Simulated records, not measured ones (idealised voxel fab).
process module | voxel transistor to metal
It is cross-section cut that appears here, measuring 150 nm in width, its square cells being 5 nm in size.
A cross-section in this document is a grid of square cells, and it is written down as bands, the top band listed before the ones below it; a band is made up of one or more rows of cells. Top height, bottom height, nm. Materials left to right, width each, nm. Single material + "throughout" = fills band edge to edge. "empty" = empty. Counting heights begins at 0, where everything beneath is, in the wafer as received, one material. The lowest band has no bottom; it goes on downwards, as "0..down" shows. A width given as "30->40" starts at the first number in the band's top row and ends at the second number in its bottom row, shifting by an equal amount at every step from row to row. "no change" for a step: no cell of the cross-section changed in that step. So "Catalogued sealed voids" is basically the list of trapped voids: any empty space of 8 cells or more that can't reach the top through an opening. They're written width x height at distance, the distance being from the left edge, and it's all nm. after a step's settings: what the simulator itself notes on the step. overlay nm: for a step with a mask, the amount by which the mask lay right of where it was planned; a negative amount means left of it.

Process steps (planned)
- 1: RECEIVE | material Si
- 2: OXIDIZE | depth nm 5
- 3: CONFORMAL_DEP | material SiN | thk nm 10
- 4: PATTERN | tone cover | mask id ACTIVE | material resist | width nm 120 | thk nm 15 | overlay nm 0
- 5: DIRECTIONAL_ETCH | etch materials SiN | depth nm 10
- 6: DIRECTIONAL_ETCH | etch materials SiO2 | depth nm 5
- 7: DIRECTIONAL_ETCH | etch materials Si | depth nm 35
- 8: STRIP | etch materials resist
- 9: FILL_DEP | material SiO2 | thk nm 10
- 10: CMP | height nm 10
- 11: SELECTIVE_ETCH | etch materials SiO2 | depth nm 10
- 12: STRIP | etch materials SiN
- 13: SELECTIVE_ETCH | etch materials SiO2 | depth nm 5
- 14: OXIDIZE | depth nm 5
- 15: DIRECTIONAL_DEP | material polySi | thk nm 20
- 16: DIRECTIONAL_DEP | material SiCN | thk nm 15
- 17: MASKED_ETCH | tone cover | mask id GATE | width nm 30 | etch materials SiCN | depth nm 25 | overlay nm 0
- 18: MASKED_ETCH | tone cover | mask id GATE | width nm 30 | etch materials polySi | depth nm 30 | overlay nm 0
- 19: CONFORMAL_DEP | material SiO2 | thk nm 5
- 20: DIRECTIONAL_ETCH | etch materials SiO2 | depth nm 5
- 21: CONFORMAL_DEP | material SiN | thk nm 10
- 22: DIRECTIONAL_ETCH | etch materials SiN | depth nm 10
- 23: DIRECTIONAL_ETCH | etch materials SiO2 | depth nm 5
- 24: DIRECTIONAL_ETCH | etch materials Si | depth nm 5
- 25: EPI | material nSi | thk nm 5
- 26: FILL_DEP | material SiO2 | thk nm 5
- 27: CMP | height nm 15
- 28: STRIP | etch materials polySi
- 29: SELECTIVE_ETCH | etch materials SiO2 | depth nm 5
- 30: CONFORMAL_DEP | material HfO2 | thk nm 5
- 31: CONFORMAL_DEP | material TiN | thk nm 5
- 32: FILL_DEP | material W | thk nm 5
- 33: CMP | height nm 10
- 34: DIRECTIONAL_DEP | material SiO2 | thk nm 15
- 35: PATTERN | tone open | mask id CONTACT | material resist | width nm 20 | pitch nm 90 | thk nm 15 | overlay nm 0
- 36: DIRECTIONAL_ETCH | etch materials SiO2 | depth nm 35
- 37: STRIP | etch materials resist
- 38: CONFORMAL_DEP | material TiN | thk nm 5
- 39: FILL_DEP | material W | thk nm 10
- 40: CMP | height nm 25
- 41: CONFORMAL_DEP | material SiCN | thk nm 5
- 42: DIRECTIONAL_DEP | material lowk | thk nm 25
- 43: MASKED_ETCH | tone open | mask id METAL_1 | width nm 20 | pitch nm 90 | etch materials lowk | depth nm 25 | overlay nm 0
- 44: MASKED_ETCH | tone open | mask id METAL_1 | width nm 20 | pitch nm 90 | etch materials SiCN | depth nm 5 | overlay nm 0
- 45: CONFORMAL_DEP | material TiN | thk nm 5
- 46: FILL_DEP | material Cu | thk nm 10
- 47: CMP | height nm 55
- 48: CONFORMAL_DEP | material SiCN | thk nm 5
- 49: DIRECTIONAL_DEP | material lowk | thk nm 25
- 50: DIRECTIONAL_DEP | material aC | thk nm 10
- 51: PATTERN | tone open | mask id METAL_2 | material resist | width nm 20 | pitch nm 90 | thk nm 30 | overlay nm 0
- 52: DIRECTIONAL_ETCH | etch materials aC | depth nm 10
- 53: STRIP | etch materials resist
- 54: DIRECTIONAL_ETCH | etch materials lowk | depth nm 15
- 55: STRIP | etch materials aC
- 56: DIRECTIONAL_DEP | material aC | thk nm 15
- 57: PATTERN | tone open | mask id METAL_2_HOLES | material resist | width nm 15 | pitch nm 90 | thk nm 30 | overlay nm 0
- 58: DIRECTIONAL_ETCH | etch materials aC | depth nm 15
- 59: STRIP | etch materials resist
- 60: DIRECTIONAL_ETCH | etch materials lowk | depth nm 10
- 61: DIRECTIONAL_ETCH | etch materials SiCN | depth nm 5
- 62: STRIP | etch materials aC
- 63: CONFORMAL_DEP | material TiN | thk nm 5
- 64: FILL_DEP | material Ru | thk nm 10
- 65: CMP | height nm 85
- 66: CONFORMAL_DEP | material SiN | thk nm 5

As-received state of the wafer in cross-section, equivalent to post-step 1
> 0..down = Si throughout
> Catalogued sealed voids: none

Run as planned - first of the two wafers cross-sectioned at the end of the module
> 90..85 = SiN throughout
> 85..75 = 20 of lowk / 5 of TiN / 10 of Ru / 5 of TiN / 70 of lowk / 5 of TiN / 10 of Ru / 5 of TiN / 20 of lowk
> 75..70 = 20 of lowk / 5 of TiN / 5 of Ru / 10 of TiN / 70 of lowk / 5 of TiN / 5 of Ru / 10 of TiN / 20 of lowk
> 70..60 = 20 of lowk / 5 of TiN / 5 of Ru / 5 of TiN / 75 of lowk / 5 of TiN / 5 of Ru / 5 of TiN / 25 of lowk
> 60..55 = 20 of SiCN / 15 of TiN / 75 of SiCN / 15 of TiN / 25 of SiCN
> 55..30 = 20 of lowk / 5 of TiN / 10 of Cu / 5 of TiN / 70 of lowk / 5 of TiN / 10 of Cu / 5 of TiN / 20 of lowk
> 30..25 = 20 of SiCN / 20 of TiN / 70 of SiCN / 20 of TiN / 20 of SiCN
> 25..10 = 20 of SiO2 / 5 of TiN / 10 of W / 5 of TiN / 70 of SiO2 / 5 of TiN / 10 of W / 5 of TiN / 20 of SiO2
> 10..0 = 20 of SiO2 / 5 of TiN / 10 of W / 5 of TiN / 5 of SiO2 / 10 of SiN / 5 of HfO2 / 5 of TiN / 20 of W / 5 of TiN / 5 of HfO2 / 10 of SiN / 5 of SiO2 / 5 of TiN / 10 of W / 5 of TiN / 20 of SiO2
> 0..-5 = 20 of SiO2 / 5 of TiN / 10 of W / 5 of TiN / 5 of SiO2 / 10 of SiN / 5 of HfO2 / 30 of TiN / 5 of HfO2 / 10 of SiN / 5 of SiO2 / 5 of TiN / 10 of W / 5 of TiN / 20 of SiO2
> -5..-10 = 20 of SiO2 / 20 of TiN / 5 of nSi / 10 of SiO2 / 40 of HfO2 / 10 of SiO2 / 5 of nSi / 20 of TiN / 20 of SiO2
> -10..-15 = 15 of SiO2 / 30 of nSi / 60 of Si / 30 of nSi / 15 of SiO2
> -15..-40 = 15 of SiO2 / 120 of Si / 15 of SiO2
> -40..down = Si throughout
> Catalogued sealed voids: none

Cross-section, second wafer: same start as the first, same plan as the first, one mistake in running it; taken at the end of the module
> 90..85 = SiN throughout
> 85..75 = 20 of lowk / 5 of TiN / 10 of Ru / 5 of TiN / 70 of lowk / 5 of TiN / 10 of Ru / 5 of TiN / 20 of lowk
> 75..70 = 20 of lowk / 5 of TiN / 5 of Ru / 10 of TiN / 70 of lowk / 5 of TiN / 5 of Ru / 10 of TiN / 20 of lowk
> 70..60 = 20 of lowk / 5 of TiN / 5 of Ru / 5 of TiN / 75 of lowk / 5 of TiN / 5 of Ru / 5 of TiN / 25 of lowk
> 60..55 = 20 of SiCN / 15 of TiN / 75 of SiCN / 15 of TiN / 25 of SiCN
> 55..30 = 20 of lowk / 5 of TiN / 10 of Cu / 5 of TiN / 70 of lowk / 5 of TiN / 10 of Cu / 5 of TiN / 20 of lowk
> 30..25 = 20 of SiCN / 20 of TiN / 70 of SiCN / 20 of TiN / 20 of SiCN
> 25..10 = SiCN throughout
> 10..0 = 45 of SiO2 / 10 of SiN / 5 of HfO2 / 5 of TiN / 20 of W / 5 of TiN / 5 of HfO2 / 10 of SiN / 45 of SiO2
> 0..-5 = 45 of SiO2 / 10 of SiN / 5 of HfO2 / 30 of TiN / 5 of HfO2 / 10 of SiN / 45 of SiO2
> -5..-10 = 40 of SiO2 / 5 of nSi / 10 of SiO2 / 40 of HfO2 / 10 of SiO2 / 5 of nSi / 40 of SiO2
> -10..-15 = 15 of SiO2 / 30 of nSi / 60 of Si / 30 of nSi / 15 of SiO2
> -15..-40 = 15 of SiO2 / 120 of Si / 15 of SiO2
> -40..down = Si throughout
> Catalogued sealed voids: none
Deviation noted in wafer processing: step 34 was run on a setting that differed from the plan, and what really ran there is DIRECTIONAL_DEP | material SiCN | thk nm 15
Final difference in cells, second wafer against first, listed per material as more or fewer: SiCN +90 | SiO2 -34 | TiN -32 | W -24
